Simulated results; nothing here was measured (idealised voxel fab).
Process module name: voxel released beams
This is section cut - it's 290 nm across, gridded in 5 nm square cells.
Heads up, the way a cross-section reads in here is a grid of square cells, handed over as bands from the top down, with every band being one or more rows of cells. For a band, the entry starts with two heights in nm, that of the top and then that of the bottom, and carries on with the band's materials in order from left to right, each alongside its width in nm; the word "throughout" beside a single material means it fills the band edge to edge, and "air" means empty space. Counting heights begins at 0, where everything beneath is, in the wafer as received, one material. The lowest band has no bottom; it goes on downwards, as "0 nm and below" shows. You'd read "30 to 40" like this: the band's top row of cells is as wide as the first number, its bottom row is as wide as the second, and going down, every row changes width by the same amount as the row before did. Take "nothing altered" at face value: in the step it is given for, the cross-section changed in none of its cells. Each empty space that has no open way to the top and spans at least 8 cells appears under "closed voids" as width x height at distance, the distance counted from the left edge, all in nm. If you see something after the settings on a step's line, that's the simulator's own remark about that step. "overlay nm" on a masked step: distance the mask lay right of its planned place, negative for left.

Listed below are the process steps as planned:
- 1: op RECEIVE | material Si
- 2: op CONFORMAL_DEP | material Al2O3 | thk nm 10
- 3: op DIRECTIONAL_DEP | material SiO2 | thk nm 10
- 4: op PATTERN | tone open | mask id ANCHOR | material resist | width nm 25 | thk nm 20 | overlay nm 0
- 5: op DIRECTIONAL_ETCH | etch materials SiO2 | depth nm 10
- 6: op STRIP | etch materials resist
- 7: op CONFORMAL_DEP | material SiN | thk nm 10
- 8: op MASKED_ETCH | tone cover | mask id BEAM | width nm 80 | etch materials SiN | depth nm 10 | overlay nm 0
- 9: op STRIP | etch materials SiO2

Concerning the first of two wafers, which was run in accordance with the plan:

As received (post step 1): cross-section:
    0 nm and below = Si throughout
    closed voids: none

Cross-section: wafer state after step 2:
    10 nm to 0 nm = Al2O3 throughout
    Under 0: no change, same as before.

Cross-section: wafer state after step 3:
    20 nm to 10 nm = SiO2 throughout
    Under 10: no change, same as before.

Cross-section: wafer state after step 4:
    40 nm to 20 nm = resist: 105; air: 25; resist: 160
    Under 20: no change, same as before.

Cross-section: wafer state after step 5:
    40 nm to 20 nm = resist: 105; air: 25; resist: 160
    20 nm to 10 nm = SiO2: 105; air: 25; SiO2: 160
    Under 10: no change, same as before.

Cross-section: wafer state after step 6:
    20 nm to 10 nm = SiO2: 105; air: 25; SiO2: 160
    Under 10: no change, same as before.

Cross-section: wafer state after step 7:
    30 nm to 20 nm = SiN: 115; air: 5; SiN: 170
    20 nm to 10 nm = SiO2: 105; SiN: 25; SiO2: 160
    Under 10: no change, same as before.

Cross-section: wafer state after step 8:
    30 nm to 20 nm = air: 100; SiN: 15; air: 5; SiN: 60; air: 110
    Under 20: no change, same as before.

Cross-section: wafer state after step 9:
    30 nm to 20 nm = air: 100; SiN: 15; air: 5; SiN: 60; air: 110
    20 nm to 10 nm = air: 105; SiN: 25; air: 160
    Under 10: no change, same as before.

The Second Wafer: Common Origin and Plan, One Mistake in Execution, Identical to the First Through Step 2:

The second wafer cut through, at the time step 3 was supposed to be finished:
    15 nm to 10 nm = SiO2 throughout
    Under 10: no change, same as before.

The second wafer cut through, at the time step 4 was supposed to be finished:
    35 nm to 15 nm = resist: 105; air: 25; resist: 160
    Under 15: no change, same as before.

The second wafer cut through, at the time step 5 was supposed to be finished:
    35 nm to 15 nm = resist: 105; air: 25; resist: 160
    15 nm to 10 nm = SiO2: 105; air: 25; SiO2: 160
    Under 10: no change, same as before.

The second wafer cut through, at the time step 6 was supposed to be finished:
    15 nm to 10 nm = SiO2: 105; air: 25; SiO2: 160
    Under 10: no change, same as before.

The second wafer cut through, at the time step 7 was supposed to be finished:
    25 nm to 20 nm = SiN: 115; air: 5; SiN: 170
    20 nm to 15 nm = SiN throughout
    15 nm to 10 nm = SiO2: 105; SiN: 25; SiO2: 160
    Under 10: no change, same as before.

The second wafer cut through, at the time step 8 was supposed to be finished:
    25 nm to 20 nm = air: 100; SiN: 15; air: 5; SiN: 60; air: 110
    20 nm to 15 nm = air: 100; SiN: 80; air: 110
    Under 15: no change, same as before.

The second wafer cut through, at the time step 9 was supposed to be finished:
    25 nm to 20 nm = air: 100; SiN: 15; air: 5; SiN: 60; air: 110
    20 nm to 10 nm = air: 100 to 105; SiN: 80 to 25; air: 110 to 160
    Under 10: no change, same as before.
Deviation noted in wafer processing: step 3, actual vs plan mismatch, actual run op DIRECTIONAL_DEP | material SiO2 | thk nm 5
Final cells, second wafer relative to first, materials higher or lower: SiN -4
